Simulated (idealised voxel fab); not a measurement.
process module | voxel capacitor over wiring
Section shown: cut. Width: 275 nm. Cell size: 5 nm, square.
Notation: cross-section as square-cell grid; stated in bands, top first, going down; one or more cell rows per band.
What a band's entry tells you: where the top is and where the bottom is, as heights in nm, and after that what lies inside, material by material from left to right, each with its width in nm. Empty space is written as the word "empty", and a single material marked with the word "throughout" occupies the band from edge to edge.
Heights are expressed relative to 0, this being the level below which the as-received wafer comprises one material exclusively. The lowest band is unbounded in the downward direction and is denoted as in "top 0, no bottom".
Quick explanation for "30 to 40": the width changes in equal steps down the rows of cells, from the first number in the band's top row to the second number in its bottom row.
"same as before", as given for a step, is the statement that not any cell of the cross-section underwent a change during that step.
The list in "Voids, sealed" covers empty spaces of 8 cells or more that cannot reach the top through any open way, and it gives each as width x height at distance; the distance is from the left edge, and width, height and distance are in nm.
On a step's line, text after the settings is the simulator commenting on that step.
"overlay nm" on a masked step: distance the mask lay right of its planned place, negative for left.
Process steps foreseen in the plan:
1,RECEIVE (material Si)
2,CONFORMAL_DEP (material SiO2; thk nm 15)
3,DIRECTIONAL_DEP (material TiN; thk nm 5)
4,DIRECTIONAL_DEP (material W; thk nm 20)
5,MASKED_ETCH (tone cover; mask id METAL_1; width nm 30; pitch nm 90; etch materials W; depth nm 20; overlay nm 0)
6,MASKED_ETCH (tone cover; mask id METAL_1; width nm 30; pitch nm 90; etch materials TiN; depth nm 5; overlay nm 0)
7,CONFORMAL_DEP (material SiN; thk nm 5)
8,FILL_DEP (material lowk; thk nm 10)
9,CMP (height nm 40)
10,CONFORMAL_DEP (material SiCN; thk nm 5)
11,DIRECTIONAL_DEP (material lowk; thk nm 15)
12,MASKED_ETCH (tone open; mask id PLUG_1; width nm 15; etch materials lowk; depth nm 15; overlay nm 0)
13,MASKED_ETCH (tone open; mask id PLUG_1; width nm 15; etch materials SiCN; depth nm 5; overlay nm 0)
14,EPI (material Ru; thk nm 10)
15,EPI (material Ru; thk nm 10)
16,DIRECTIONAL_DEP (material TiN; thk nm 10)
17,DIRECTIONAL_DEP (material HfO2; thk nm 5)
18,DIRECTIONAL_DEP (material TiN; thk nm 10)
19,MASKED_ETCH (tone cover; mask id UPPER_PLATE; width nm 65; etch materials TiN; depth nm 10; overlay nm 0)
20,MASKED_ETCH (tone cover; mask id UPPER_PLATE; width nm 65; etch materials HfO2; depth nm 5; overlay nm 0)
21,PATTERN (tone cover; mask id LOWER_PLATE; material resist; width nm 75; thk nm 20; overlay nm 0)
22,DIRECTIONAL_ETCH (etch materials TiN; depth nm 10)
23,STRIP (etch materials resist)
24,FILL_DEP (material SiO2; thk nm 15)
25,CMP (height nm 95)
26,DIRECTIONAL_DEP (material aC; thk nm 10)
27,PATTERN (tone open; mask id PLUG_2; material resist; width nm 15; thk nm 30; overlay nm 0)
28,DIRECTIONAL_ETCH (etch materials aC; depth nm 10)
29,STRIP (etch materials resist)
30,DIRECTIONAL_ETCH (etch materials SiO2; depth nm 10)
31,STRIP (etch materials aC)
32,CONFORMAL_DEP (material TiN; thk nm 5)
33,FILL_DEP (material Ru; thk nm 5)
34,CMP (height nm 95)
35,CONFORMAL_DEP (material SiN; thk nm 5)
First of two wafers: run as planned:
Cross-section of the wafer at receipt, which is the condition after step 1:
	top 0, no bottom | Si throughout
	Voids, sealed: none
So this is the wafer cross-section right after step 2:
	top 15, bottom 0 | SiO2 throughout
	Lower than 0, everything is as it was.
So this is the wafer cross-section right after step 3:
	top 20, bottom 15 | TiN throughout
	Lower than 15, everything is as it was.
So this is the wafer cross-section right after step 4:
	top 40, bottom 20 | W throughout
	Lower than 20, everything is as it was.
So this is the wafer cross-section right after step 5:
	top 40, bottom 20 | empty 75 | W 30 | empty 60 | W 30 | empty 80
	Lower than 20, everything is as it was.
So this is the wafer cross-section right after step 6:
	top 40, bottom 20 | empty 75 | W 30 | empty 60 | W 30 | empty 80
	top 20, bottom 15 | empty 75 | TiN 30 | empty 60 | TiN 30 | empty 80
	Lower than 15, everything is as it was.
So this is the wafer cross-section right after step 7:
	top 45, bottom 40 | empty 70 | SiN 40 | empty 50 | SiN 40 | empty 75
	top 40, bottom 20 | empty 70 | SiN 5 | W 30 | SiN 5 | empty 50 | SiN 5 | W 30 | SiN 5 | empty 75
	top 20, bottom 15 | SiN 75 | TiN 30 | SiN 60 | TiN 30 | SiN 80
	Lower than 15, everything is as it was.
So this is the wafer cross-section right after step 8:
	top 55, bottom 45 | lowk throughout
	top 45, bottom 40 | lowk 70 | SiN 40 | lowk 50 | SiN 40 | lowk 75
	top 40, bottom 20 | lowk 70 | SiN 5 | W 30 | SiN 5 | lowk 50 | SiN 5 | W 30 | SiN 5 | lowk 75
	Lower than 20, everything is as it was.
So this is the wafer cross-section right after step 9:
	top 40, bottom 20 | lowk 70 | SiN 5 | W 30 | SiN 5 | lowk 50 | SiN 5 | W 30 | SiN 5 | lowk 75
	Lower than 20, everything is as it was.
So this is the wafer cross-section right after step 10:
	top 45, bottom 40 | SiCN throughout
	Lower than 40, everything is as it was.
So this is the wafer cross-section right after step 11:
	top 60, bottom 45 | lowk throughout
	Lower than 45, everything is as it was.
So this is the wafer cross-section right after step 12:
	top 60, bottom 45 | lowk 90 | empty 15 | lowk 170
	Lower than 45, everything is as it was.
So this is the wafer cross-section right after step 13:
	top 60, bottom 45 | lowk 90 | empty 15 | lowk 170
	top 45, bottom 40 | SiCN 90 | empty 15 | SiCN 170
	Lower than 40, everything is as it was.
So this is the wafer cross-section right after step 14:
	top 60, bottom 50 | lowk 90 | empty 15 | lowk 170
	top 50, bottom 45 | lowk 90 | Ru 15 | lowk 170
	top 45, bottom 40 | SiCN 90 | Ru 15 | SiCN 170
	Lower than 40, everything is as it was.
So this is the wafer cross-section right after step 15:
	top 60, bottom 45 | lowk 90 | Ru 15 | lowk 170
	Lower than 45, everything is as it was.
So this is the wafer cross-section right after step 16:
	top 70, bottom 60 | TiN throughout
	Lower than 60, everything is as it was.
So this is the wafer cross-section right after step 17:
	top 75, bottom 70 | HfO2 throughout
	Lower than 70, everything is as it was.
So this is the wafer cross-section right after step 18:
	top 85, bottom 75 | TiN throughout
	Lower than 75, everything is as it was.
So this is the wafer cross-section right after step 19:
	top 85, bottom 75 | empty 90 | TiN 65 | empty 120
	Lower than 75, everything is as it was.
So this is the wafer cross-section right after step 20:
	top 85, bottom 75 | empty 90 | TiN 65 | empty 120
	top 75, bottom 70 | empty 90 | HfO2 65 | empty 120
	Lower than 70, everything is as it was.
So this is the wafer cross-section right after step 21:
	top 105, bottom 85 | empty 85 | resist 75 | empty 115
	top 85, bottom 75 | empty 85 | resist 5 | TiN 65 | resist 5 | empty 115
	top 75, bottom 70 | empty 85 | resist 5 | HfO2 65 | resist 5 | empty 115
	Lower than 70, everything is as it was.
So this is the wafer cross-section right after step 22:
	top 105, bottom 85 | empty 85 | resist 75 | empty 115
	top 85, bottom 75 | empty 85 | resist 5 | TiN 65 | resist 5 | empty 115
	top 75, bottom 70 | empty 85 | resist 5 | HfO2 65 | resist 5 | empty 115
	top 70, bottom 60 | empty 85 | TiN 75 | empty 115
	Lower than 60, everything is as it was.
So this is the wafer cross-section right after step 23:
	top 85, bottom 75 | empty 90 | TiN 65 | empty 120
	top 75, bottom 70 | empty 90 | HfO2 65 | empty 120
	Lower than 70, everything is as it was.
So this is the wafer cross-section right after step 24:
	top 100, bottom 85 | SiO2 throughout
	top 85, bottom 75 | SiO2 90 | TiN 65 | SiO2 120
	top 75, bottom 70 | SiO2 90 | HfO2 65 | SiO2 120
	top 70, bottom 60 | SiO2 85 | TiN 75 | SiO2 115
	Lower than 60, everything is as it was.
So this is the wafer cross-section right after step 25:
	top 95, bottom 85 | SiO2 throughout
	Lower than 85, everything is as it was.
So this is the wafer cross-section right after step 26:
	top 105, bottom 95 | aC throughout
	Lower than 95, everything is as it was.
So this is the wafer cross-section right after step 27:
	top 135, bottom 105 | resist 100 | empty 15 | resist 160
	Lower than 105, everything is as it was.
So this is the wafer cross-section right after step 28:
	top 125, bottom 105 | resist 100 | empty 15 | resist 160
	top 105, bottom 95 | aC 100 | empty 15 | aC 160
	Lower than 95, everything is as it was.
So this is the wafer cross-section right after step 29:
	top 105, bottom 95 | aC 100 | empty 15 | aC 160
	Lower than 95, everything is as it was.
So this is the wafer cross-section right after step 30:
	top 105, bottom 95 | aC 100 | empty 15 | aC 160
	top 95, bottom 85 | SiO2 100 | empty 15 | SiO2 160
	Lower than 85, everything is as it was.
So this is the wafer cross-section right after step 31:
	top 95, bottom 85 | SiO2 100 | empty 15 | SiO2 160
	Lower than 85, everything is as it was.
So this is the wafer cross-section right after step 32:
	top 100, bottom 95 | TiN 105 | empty 5 | TiN 165
	top 95, bottom 90 | SiO2 100 | TiN 5 | empty 5 | TiN 5 | SiO2 160
	top 90, bottom 85 | SiO2 100 | TiN 15 | SiO2 160
	Lower than 85, everything is as it was.
So this is the wafer cross-section right after step 33:
	top 105, bottom 100 | Ru throughout
	top 100, bottom 95 | TiN 105 | Ru 5 | TiN 165
	top 95, bottom 90 | SiO2 100 | TiN 5 | Ru 5 | TiN 5 | SiO2 160
	Lower than 90, everything is as it was.
So this is the wafer cross-section right after step 34:
	top 95, bottom 90 | SiO2 100 | TiN 5 | Ru 5 | TiN 5 | SiO2 160
	Lower than 90, everything is as it was.
So this is the wafer cross-section right after step 35:
	top 100, bottom 95 | SiN throughout
	Lower than 95, everything is as it was.
It is to be noted that the second wafer proceeded from the same initial state and according to the same plan as the first, although one mistake was committed in its execution; through step 33, inclusive, the two wafers share an identical history:
Cross-sectional representation of the second wafer at the time designated in the plan for the completion of step 34:
	top 90, bottom 85 | SiO2 100 | TiN 15 | SiO2 160
	Lower than 85, everything is as it was.
Cross-sectional representation of the second wafer at the time designated in the plan for the completion of step 35:
	top 95, bottom 90 | SiN throughout
	Lower than 90, everything is as it was.
Nonconformance to the process plan: step 34 went in with a setting other than planned; the actual run was CMP (height nm 90)
The final cell counts differ between the wafers, with the second having more or fewer of some materials than the first: 1 fewer of Ru; 52 fewer of SiO2; 2 fewer of TiN
